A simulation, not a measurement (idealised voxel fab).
Documented hereafter: the process module known as voxel ribs on slabs.
Cross-section cut: width 290 nm, square cells of 5 nm.
Reading order for cross-sections: top band down to bottom band. Underlying form: a grid of square cells. Band size: one or more rows of cells.
A band entry consists of two parts. The first gives the height of the band's top and the height of its bottom, in nm. The rest lists the band's materials from left to right, each with its width in nm. A single material labelled with the word "edge to edge" fills the band from edge to edge, and the word "empty" marks empty space.
It should be noted that heights are counted from 0, beneath which the wafer as supplied is of one material throughout, and that the lowest band possesses no lower boundary but continues downward, as written in "from 0 down".
Read "30->40" as a graded width: first number on top, second number at the bottom, same change between each pair of neighbouring rows.
When a step is marked "no change occurred", none of the cells in the cross-section changed during that step.
In the "Voids, enclosed" entry, you get each enclosed empty space of 8 cells or more, one with no open way to the top, written width x height at distance, distance from the left edge, in nm.
On each step's line, the part that comes after the settings is the simulator's own comment on the step.
Each step line may optionally specify "overlay nm", which for a step with a mask gives the rightward distance between the mask's planned place and where it lay, a negative value indicating the leftward direction.
Planned step list for the process:
1,op RECEIVE | material Si
2,op DIRECTIONAL_DEP | material SiO2 | thk nm 20
3,op DIRECTIONAL_DEP | material polySi | thk nm 15
4,op MASKED_ETCH | tone cover | mask id RIB | width nm 25 | etch materials polySi | depth nm 5 | overlay nm 0
5,op DIRECTIONAL_DEP | material aC | thk nm 10
6,op PATTERN | tone cover | mask id SLAB | material resist | width nm 75 | thk nm 25 | overlay nm 0
7,op DIRECTIONAL_ETCH | etch materials aC | depth nm 10
8,op STRIP | etch materials resist
9,op DIRECTIONAL_ETCH | etch materials polySi | depth nm 10
10,op STRIP | etch materials aC
11,op FILL_DEP | material SiO2 | thk nm 20
12,op CMP | height nm 45
13,op DIRECTIONAL_DEP | material TiN | thk nm 5
14,op DIRECTIONAL_DEP | material aC | thk nm 15
15,op PATTERN | tone cover | mask id HEATER | material resist | width nm 35 | thk nm 35 | overlay nm 0
16,op DIRECTIONAL_ETCH | etch materials aC | depth nm 15
17,op STRIP | etch materials resist
18,op DIRECTIONAL_ETCH | etch materials TiN | depth nm 5
19,op STRIP | etch materials aC
20,op CONFORMAL_DEP | material SiO2 | thk nm 5
As received (post step 1): cross-section:
from 0 down  Si edge to edge
Voids, enclosed: none
Cross-section taken at module completion on the first of two wafers; processed per the plan:
from 55 to 50  120 nm empty / 45 nm SiO2 / 125 nm empty
from 50 to 45  125 nm SiO2 / 35 nm TiN / 130 nm SiO2
from 45 to 35  SiO2 edge to edge
from 35 to 30  130 nm SiO2 / 25 nm polySi / 135 nm SiO2
from 30 to 20  105 nm SiO2 / 75 nm polySi / 110 nm SiO2
from 20 to 0  SiO2 edge to edge
from 0 down  Si edge to edge
Voids, enclosed: none
second wafer at the end: like start, like plan, one mistake:
from 55 to 50  120 nm empty / 45 nm SiO2 / 125 nm empty
from 50 to 45  125 nm SiO2 / 35 nm TiN / 130 nm SiO2
from 45 to 40  105 nm SiO2 / 75 nm polySi / 110 nm SiO2
from 40 to 0  SiO2 edge to edge
from 0 down  Si edge to edge
Voids, enclosed: none
Short version of what went wrong: step 2 was run twice
Counted in cells at the end, the second wafer holds more or fewer of these materials than the first: SiO2 +20; polySi -20
